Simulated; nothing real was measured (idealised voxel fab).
You're looking at the process module voxel air gaps.
FYI the section here is cut, 150 nm wide, cells are 5 nm squares.
Cross-section layout: square cells on a grid; listed as bands, top to bottom; a band spans one or more cell rows. This entry defines a band. It first specifies the height of the band's top and the height of its bottom in nm, and then specifies the band's materials from left to right, stating each material with its width in nm. The word "all across" identifies a single material that fills the band from edge to edge, while the word "air" identifies empty space. Below 0: as-received wafer, all one material; heights counted from there. Lowest band: no bottom, goes on down, written "0 and below". With a width like "30 to 40", each row of cells in the band differs from the next by the same amount, the top row carrying the first number and the bottom row the second. Step marked "all unchanged"? Then no cell in the cross-section changed in it. Enclosed voids (no open way to top), threshold 8 cells or more, entry "Sealed internal voids", notation width x height at distance, distance from left edge, nm. Heads up: the bit after the settings on a step's line is the simulator's remark on that step. overlay nm: how far to the right of its planned place the mask lay on this masked step (negative: to the left).
### Intended process steps
1. RECEIVE | material Si
2. CONFORMAL_DEP | material SiO2 | thk nm 15
3. CONFORMAL_DEP | material SiN | thk nm 5
4. DIRECTIONAL_DEP | material SiO2 | thk nm 35
5. MASKED_ETCH | tone open | mask id LINES | width nm 20 | pitch nm 45 | etch materials SiO2 | depth nm 35 | overlay nm -5
6. CONFORMAL_DEP | material TiN | thk nm 5
7. FILL_DEP | material Ru | thk nm 5
8. CMP | height nm 55
9. EPI | material Ru | thk nm 10
10. SELECTIVE_ETCH | etch materials SiO2 | depth nm 45
11. CONFORMAL_DEP | material SiN | thk nm 5
The plan's step 5 overlay nm is the first wafer's value; the wafers differ in this setting and start identical.
### First of several wafers, received after step 1, in cross-section
> 0 and below  Si all across
> Sealed internal voids: none
### Note: the following table is arranged by wafer, a row apiece. Each row reports the end-of-module state: per material, cells gained (+) or cells lost (-) compared with the wafer as received; closed voids follow
overlay nm -5; +84 Ru; +130 SiN; +90 SiO2; +48 TiN; Sealed internal voids: 10 x 25 at 0; 15 x 25 at 40; 15 x 25 at 85
overlay nm 0; +84 Ru; +130 SiN; +90 SiO2; +48 TiN; Sealed internal voids: 15 x 25 at 45; 15 x 25 at 90
overlay nm 5; +84 Ru; +130 SiN; +90 SiO2; +48 TiN; Sealed internal voids: 15 x 25 at 50; 15 x 25 at 95; 10 x 25 at 140
